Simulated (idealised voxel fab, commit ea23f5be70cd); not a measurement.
process module | voxel transistor to metal
cross-section cut | 190 nm wide | cells 5 nm
A cross-section is a grid of square cells, given in bands from the top down. A band is one or more rows of cells.
Each band's line starts with the height of the band's top and of its bottom, in nm. Then come its materials from left to right, each with its width in nm. One material with "throughout" fills the band from edge to edge. "air" is empty space.
Height 0 is the level under which the wafer as received is all one material. The lowest band goes on downwards, as in "0 down".
A width such as "30 to 40" changes by the same amount from each row of cells to the next, from the band's top row to its bottom row.
"no change" after a step means that no cell of the cross-section changed.
closed voids: empty space of 8 cells or more with no open way to the top, each as width x height at its distance from the left edge, in nm
after a step's settings: what the simulator itself notes on the step
overlay nm, on a step with a mask: how far to the right of its planned place the mask lay; to the left if negative
plan
1 op RECEIVE | material Si
2 op CONFORMAL_DEP | material SiO2 | thk nm 5
3 op CONFORMAL_DEP | material SiN | thk nm 10
4 op DIRECTIONAL_DEP | material aC | thk nm 10
5 op PATTERN | tone cover | mask id ACTIVE | material resist | width nm 115 | thk nm 25 | overlay nm 0
6 op DIRECTIONAL_ETCH | etch materials aC | depth nm 10
7 op STRIP | etch materials resist
8 op DIRECTIONAL_ETCH | etch materials SiN | depth nm 10
9 op DIRECTIONAL_ETCH | etch materials SiO2 | depth nm 5
10 op DIRECTIONAL_ETCH | etch materials Si | depth nm 35
11 op STRIP | etch materials aC
12 op FILL_DEP | material SiO2 | thk nm 5
13 op CMP | height nm 15
14 op SELECTIVE_ETCH | etch materials SiO2 | depth nm 10
15 op STRIP | etch materials SiN
16 op SELECTIVE_ETCH | etch materials SiO2 | depth nm 5
17 op OXIDIZE | depth nm 5
18 op DIRECTIONAL_DEP | material polySi | thk nm 25
19 op DIRECTIONAL_DEP | material SiCN | thk nm 10
20 op MASKED_ETCH | tone cover | mask id GATE | width nm 25 | etch materials SiCN | depth nm 20 | overlay nm 0
21 op MASKED_ETCH | tone cover | mask id GATE | width nm 25 | etch materials polySi | depth nm 35 | overlay nm 0
22 op CONFORMAL_DEP | material SiN | thk nm 10
23 op DIRECTIONAL_ETCH | etch materials SiN | depth nm 10
24 op DIRECTIONAL_ETCH | etch materials SiO2 | depth nm 5
25 op EPI | material nSi | thk nm 5
26 op FILL_DEP | material SiO2 | thk nm 10
27 op CMP | height nm 25
28 op STRIP | etch materials polySi
29 op SELECTIVE_ETCH | etch materials SiO2 | depth nm 5
30 op CONFORMAL_DEP | material HfO2 | thk nm 5
31 op CONFORMAL_DEP | material TiN | thk nm 5
32 op FILL_DEP | material W | thk nm 5
33 op CMP | height nm 20
34 op DIRECTIONAL_DEP | material SiO2 | thk nm 10
35 op PATTERN | tone open | mask id CONTACT | material resist | width nm 20 | pitch nm 75 | thk nm 20 | overlay nm 0
36 op DIRECTIONAL_ETCH | etch materials SiO2 | depth nm 30
37 op STRIP | etch materials resist
38 op CONFORMAL_DEP | material TiN | thk nm 5
39 op FILL_DEP | material W | thk nm 10
40 op CMP | height nm 30
41 op DIRECTIONAL_DEP | material TiN | thk nm 5
42 op DIRECTIONAL_DEP | material Ru | thk nm 15
43 op PATTERN | tone cover | mask id METAL_1 | material resist | width nm 20 | pitch nm 75 | thk nm 15 | overlay nm 0
44 op DIRECTIONAL_ETCH | etch materials Ru | depth nm 15
45 op DIRECTIONAL_ETCH | etch materials TiN | depth nm 5
46 op STRIP | etch materials resist
47 op CONFORMAL_DEP | material SiN | thk nm 5
48 op FILL_DEP | material lowk | thk nm 5
49 op CMP | height nm 50
50 op CONFORMAL_DEP | material SiN | thk nm 5
first wafer, as planned
as received, after step 1
  0 down: Si throughout
  closed voids: none
after step 2
  5 to 0: SiO2 throughout
  below 0: unchanged
after step 3
  15 to 5: SiN throughout
  below 5: unchanged
after step 4
  25 to 15: aC throughout
  below 15: unchanged
after step 5
  50 to 25: air 35 | resist 115 | air 40
  below 25: unchanged
after step 6
  40 to 25: air 35 | resist 115 | air 40
  25 to 15: air 35 | aC 115 | air 40
  below 15: unchanged
after step 7
  25 to 15: air 35 | aC 115 | air 40
  below 15: unchanged
after step 8
  25 to 15: air 35 | aC 115 | air 40
  15 to 5: air 35 | SiN 115 | air 40
  below 5: unchanged
after step 9
  25 to 15: air 35 | aC 115 | air 40
  15 to 5: air 35 | SiN 115 | air 40
  5 to 0: air 35 | SiO2 115 | air 40
  below 0: unchanged
after step 10
  25 to 15: air 35 | aC 115 | air 40
  15 to 5: air 35 | SiN 115 | air 40
  5 to 0: air 35 | SiO2 115 | air 40
  0 to -35: air 35 | Si 115 | air 40
  below -35: unchanged
after step 11
  15 to 5: air 35 | SiN 115 | air 40
  below 5: unchanged
after step 12
  20 to 15: SiO2 throughout
  15 to 5: SiO2 35 | SiN 115 | SiO2 40
  5 to 0: SiO2 throughout
  0 to -35: SiO2 35 | Si 115 | SiO2 40
  below -35: unchanged
after step 13
  15 to 5: SiO2 35 | SiN 115 | SiO2 40
  below 5: unchanged
after step 14
  15 to 5: air 35 | SiN 115 | air 40
  below 5: unchanged
after step 15
  5 to 0: SiO2 throughout
  below 0: unchanged
after step 16
  0 to -35: SiO2 35 | Si 115 | SiO2 40
  below -35: unchanged
after step 17
  0 to -5: SiO2 throughout
  below -5: unchanged
after step 18
  25 to 0: polySi throughout
  below 0: unchanged
after step 19
  35 to 25: SiCN throughout
  below 25: unchanged
after step 20
  35 to 25: air 80 | SiCN 25 | air 85
  below 25: unchanged
after step 21
  35 to 25: air 80 | SiCN 25 | air 85
  25 to 0: air 80 | polySi 25 | air 85
  below 0: unchanged
after step 22
  45 to 35: air 70 | SiN 45 | air 75
  35 to 25: air 70 | SiN 10 | SiCN 25 | SiN 10 | air 75
  25 to 10: air 70 | SiN 10 | polySi 25 | SiN 10 | air 75
  10 to 0: SiN 80 | polySi 25 | SiN 85
  below 0: unchanged
after step 23
  35 to 25: air 70 | SiN 10 | SiCN 25 | SiN 10 | air 75
  25 to 0: air 70 | SiN 10 | polySi 25 | SiN 10 | air 75
  below 0: unchanged
after step 24
  35 to 25: air 70 | SiN 10 | SiCN 25 | SiN 10 | air 75
  25 to 0: air 70 | SiN 10 | polySi 25 | SiN 10 | air 75
  0 to -5: air 70 | SiO2 45 | air 75
  below -5: unchanged
after step 25
  35 to 25: air 70 | SiN 10 | SiCN 25 | SiN 10 | air 75
  25 to 0: air 70 | SiN 10 | polySi 25 | SiN 10 | air 75
  0 to -5: air 30 | nSi 40 | SiO2 45 | nSi 40 | air 35
  below -5: unchanged
after step 26
  45 to 35: SiO2 throughout
  35 to 25: SiO2 70 | SiN 10 | SiCN 25 | SiN 10 | SiO2 75
  25 to 0: SiO2 70 | SiN 10 | polySi 25 | SiN 10 | SiO2 75
  0 to -5: SiO2 30 | nSi 40 | SiO2 45 | nSi 40 | SiO2 35
  below -5: unchanged
after step 27
  25 to 0: SiO2 70 | SiN 10 | polySi 25 | SiN 10 | SiO2 75
  below 0: unchanged
after step 28
  25 to 0: SiO2 70 | SiN 10 | air 25 | SiN 10 | SiO2 75
  below 0: unchanged
after step 29
  25 to 20: air 70 | SiN 10 | air 25 | SiN 10 | air 75
  20 to 0: SiO2 70 | SiN 10 | air 25 | SiN 10 | SiO2 75
  0 to -5: SiO2 30 | nSi 40 | SiO2 5 | air 35 | SiO2 5 | nSi 40 | SiO2 35
  below -5: unchanged
after step 30
  30 to 25: air 65 | HfO2 20 | air 15 | HfO2 20 | air 70
  25 to 20: HfO2 70 | SiN 10 | HfO2 5 | air 15 | HfO2 5 | SiN 10 | HfO2 75
  20 to 0: SiO2 70 | SiN 10 | HfO2 5 | air 15 | HfO2 5 | SiN 10 | SiO2 75
  0 to -5: SiO2 30 | nSi 40 | SiO2 5 | HfO2 35 | SiO2 5 | nSi 40 | SiO2 35
  below -5: unchanged
after step 31
  35 to 30: air 60 | TiN 30 | air 5 | TiN 30 | air 65
  30 to 25: TiN 65 | HfO2 20 | TiN 5 | air 5 | TiN 5 | HfO2 20 | TiN 70
  25 to 20: HfO2 70 | SiN 10 | HfO2 5 | TiN 5 | air 5 | TiN 5 | HfO2 5 | SiN 10 | HfO2 75
  20 to 5: SiO2 70 | SiN 10 | HfO2 5 | TiN 5 | air 5 | TiN 5 | HfO2 5 | SiN 10 | SiO2 75
  5 to 0: SiO2 70 | SiN 10 | HfO2 5 | TiN 15 | HfO2 5 | SiN 10 | SiO2 75
  below 0: unchanged
after step 32
  40 to 35: W throughout
  35 to 30: W 60 | TiN 30 | W 5 | TiN 30 | W 65
  30 to 25: TiN 65 | HfO2 20 | TiN 5 | W 5 | TiN 5 | HfO2 20 | TiN 70
  25 to 20: HfO2 70 | SiN 10 | HfO2 5 | TiN 5 | W 5 | TiN 5 | HfO2 5 | SiN 10 | HfO2 75
  20 to 5: SiO2 70 | SiN 10 | HfO2 5 | TiN 5 | W 5 | TiN 5 | HfO2 5 | SiN 10 | SiO2 75
  below 5: unchanged
after step 33
  20 to 5: SiO2 70 | SiN 10 | HfO2 5 | TiN 5 | W 5 | TiN 5 | HfO2 5 | SiN 10 | SiO2 75
  below 5: unchanged
after step 34
  30 to 20: SiO2 throughout
  below 20: unchanged
after step 35
  50 to 30: resist 45 | air 20 | resist 55 | air 20 | resist 50
  below 30: unchanged
after step 36
  50 to 30: resist 45 | air 20 | resist 55 | air 20 | resist 50
  30 to 20: SiO2 45 | air 20 | SiO2 55 | air 20 | SiO2 50
  20 to 5: SiO2 45 | air 20 | SiO2 5 | SiN 10 | HfO2 5 | TiN 5 | W 5 | TiN 5 | HfO2 5 | SiN 10 | SiO2 5 | air 20 | SiO2 50
  5 to 0: SiO2 45 | air 20 | SiO2 5 | SiN 10 | HfO2 5 | TiN 15 | HfO2 5 | SiN 10 | SiO2 5 | air 20 | SiO2 50
  below 0: unchanged
after step 37
  30 to 20: SiO2 45 | air 20 | SiO2 55 | air 20 | SiO2 50
  below 20: unchanged
after step 38
  35 to 30: TiN 50 | air 10 | TiN 65 | air 10 | TiN 55
  30 to 20: SiO2 45 | TiN 5 | air 10 | TiN 5 | SiO2 55 | TiN 5 | air 10 | TiN 5 | SiO2 50
  20 to 5: SiO2 45 | TiN 5 | air 10 | TiN 5 | SiO2 5 | SiN 10 | HfO2 5 | TiN 5 | W 5 | TiN 5 | HfO2 5 | SiN 10 | SiO2 5 | TiN 5 | air 10 | TiN 5 | SiO2 50
  5 to 0: SiO2 45 | TiN 20 | SiO2 5 | SiN 10 | HfO2 5 | TiN 15 | HfO2 5 | SiN 10 | SiO2 5 | TiN 20 | SiO2 50
  below 0: unchanged
after step 39
  45 to 35: W throughout
  35 to 30: TiN 50 | W 10 | TiN 65 | W 10 | TiN 55
  30 to 20: SiO2 45 | TiN 5 | W 10 | TiN 5 | SiO2 55 | TiN 5 | W 10 | TiN 5 | SiO2 50
  20 to 5: SiO2 45 | TiN 5 | W 10 | TiN 5 | SiO2 5 | SiN 10 | HfO2 5 | TiN 5 | W 5 | TiN 5 | HfO2 5 | SiN 10 | SiO2 5 | TiN 5 | W 10 | TiN 5 | SiO2 50
  below 5: unchanged
after step 40
  30 to 20: SiO2 45 | TiN 5 | W 10 | TiN 5 | SiO2 55 | TiN 5 | W 10 | TiN 5 | SiO2 50
  below 20: unchanged
after step 41
  35 to 30: TiN throughout
  below 30: unchanged
after step 42
  50 to 35: Ru throughout
  below 35: unchanged
after step 43
  65 to 50: air 45 | resist 20 | air 55 | resist 20 | air 50
  below 50: unchanged
after step 44
  65 to 50: air 45 | resist 20 | air 55 | resist 20 | air 50
  50 to 35: air 45 | Ru 20 | air 55 | Ru 20 | air 50
  below 35: unchanged
after step 45
  65 to 50: air 45 | resist 20 | air 55 | resist 20 | air 50
  50 to 35: air 45 | Ru 20 | air 55 | Ru 20 | air 50
  35 to 30: air 45 | TiN 20 | air 55 | TiN 20 | air 50
  below 30: unchanged
after step 46
  50 to 35: air 45 | Ru 20 | air 55 | Ru 20 | air 50
  below 35: unchanged
after step 47
  55 to 50: air 40 | SiN 30 | air 45 | SiN 30 | air 45
  50 to 35: air 40 | SiN 5 | Ru 20 | SiN 5 | air 45 | SiN 5 | Ru 20 | SiN 5 | air 45
  35 to 30: SiN 45 | TiN 20 | SiN 55 | TiN 20 | SiN 50
  below 30: unchanged
after step 48
  60 to 55: lowk throughout
  55 to 50: lowk 40 | SiN 30 | lowk 45 | SiN 30 | lowk 45
  50 to 35: lowk 40 | SiN 5 | Ru 20 | SiN 5 | lowk 45 | SiN 5 | Ru 20 | SiN 5 | lowk 45
  below 35: unchanged
after step 49
  50 to 35: lowk 40 | SiN 5 | Ru 20 | SiN 5 | lowk 45 | SiN 5 | Ru 20 | SiN 5 | lowk 45
  below 35: unchanged
after step 50
  55 to 50: SiN throughout
  below 50: unchanged
second wafer: like start, like plan, one mistake. Through step 40 it matches the first wafer
when step 41 should have ended
  45 to 30: Ru throughout
  below 30: unchanged
when step 42 should have ended
  50 to 45: TiN throughout
  below 45: unchanged
when step 43 should have ended
  65 to 50: air 45 | resist 20 | air 55 | resist 20 | air 50
  below 50: unchanged
when step 44 should have ended: no change
when step 45 should have ended
  65 to 50: air 45 | resist 20 | air 55 | resist 20 | air 50
  50 to 45: air 45 | TiN 20 | air 55 | TiN 20 | air 50
  below 45: unchanged
when step 46 should have ended
  50 to 45: air 45 | TiN 20 | air 55 | TiN 20 | air 50
  below 45: unchanged
when step 47 should have ended
  55 to 50: air 40 | SiN 30 | air 45 | SiN 30 | air 45
  50 to 45: SiN 45 | TiN 20 | SiN 55 | TiN 20 | SiN 50
  below 45: unchanged
when step 48 should have ended
  60 to 55: lowk throughout
  55 to 50: lowk 40 | SiN 30 | lowk 45 | SiN 30 | lowk 45
  below 50: unchanged
when step 49 should have ended
  50 to 45: SiN 45 | TiN 20 | SiN 55 | TiN 20 | SiN 50
  below 45: unchanged
when step 50 should have ended
  55 to 50: SiN throughout
  below 50: unchanged
what went wrong: steps 41 and 42 were swapped
at the end the second wafer has, in cells: 90 more of Ru | 12 fewer of SiN | 78 fewer of lowk
